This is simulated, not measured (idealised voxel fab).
process module | voxel ribs on slabs
cross-section cut | 160 nm wide | cells 5 nm
A cross-section is a grid of square cells, given in bands from the top down. A band is one or more rows of cells.
Each band's line starts with the height of the band's top and of its bottom, in nm. Then come its materials from left to right, each with its width in nm. One material with "throughout" fills the band from edge to edge. "air" is empty space.
Height 0 is the level under which the wafer as received is all one material. The lowest band goes on downwards, as in "0 down".
A width such as "30 to 40" changes by the same amount from each row of cells to the next, from the band's top row to its bottom row.
"no change" after a step means that no cell of the cross-section changed.
closed voids: empty space of 8 cells or more with no open way to the top, each as width x height at its distance from the left edge, in nm
after a step's settings: what the simulator itself notes on the step
overlay nm, on a step with a mask: how far to the right of its planned place the mask lay; to the left if negative
plan
1 op RECEIVE | material Si
2 op DIRECTIONAL_DEP | material SiO2 | thk nm 20
3 op DIRECTIONAL_DEP | material SiN | thk nm 20
4 op MASKED_ETCH | tone cover | mask id RIB | width nm 25 | etch materials SiN | depth nm 10 | overlay nm 0
5 op PATTERN | tone cover | mask id SLAB | material resist | width nm 65 | thk nm 20 | overlay nm 0
6 op DIRECTIONAL_ETCH | etch materials SiN | depth nm 10
7 op STRIP | etch materials resist
8 op FILL_DEP | material SiO2 | thk nm 20
9 op CMP | height nm 50
10 op DIRECTIONAL_DEP | material TiN | thk nm 10
11 op MASKED_ETCH | tone cover | mask id HEATER | width nm 35 | etch materials TiN | depth nm 10 | overlay nm 0
12 op CONFORMAL_DEP | material SiN | thk nm 5
as received, after step 1
  0 down: Si throughout
  closed voids: none
first wafer at the end, as planned
  65 to 60: air 55 | SiN 45 | air 60
  60 to 55: air 55 | SiN 5 | TiN 35 | SiN 5 | air 60
  55 to 50: SiN 60 | TiN 35 | SiN 65
  50 to 40: SiO2 throughout
  40 to 30: SiO2 65 | SiN 25 | SiO2 70
  30 to 20: SiO2 45 | SiN 65 | SiO2 50
  20 to 0: SiO2 throughout
  0 down: Si throughout
  closed voids: none
second wafer at the end: like start, like plan, one mistake
  65 to 60: air 55 | SiN 45 | air 60
  60 to 55: air 55 | SiN 5 | TiN 35 | SiN 5 | air 60
  55 to 50: SiN 60 | TiN 35 | SiN 65
  50 to 40: SiO2 throughout
  40 to 30: SiO2 45 | SiN 20 | SiO2 25 | SiN 20 | SiO2 50
  30 to 20: SiN throughout
  20 to 0: SiO2 throughout
  0 down: Si throughout
  closed voids: none
what went wrong: step 4 ran as: op MASKED_ETCH | tone open | mask id RIB | width nm 25 | etch materials SiN | depth nm 10 | overlay nm 0
at the end the second wafer has, in cells: 44 more of SiN | 44 fewer of SiO2
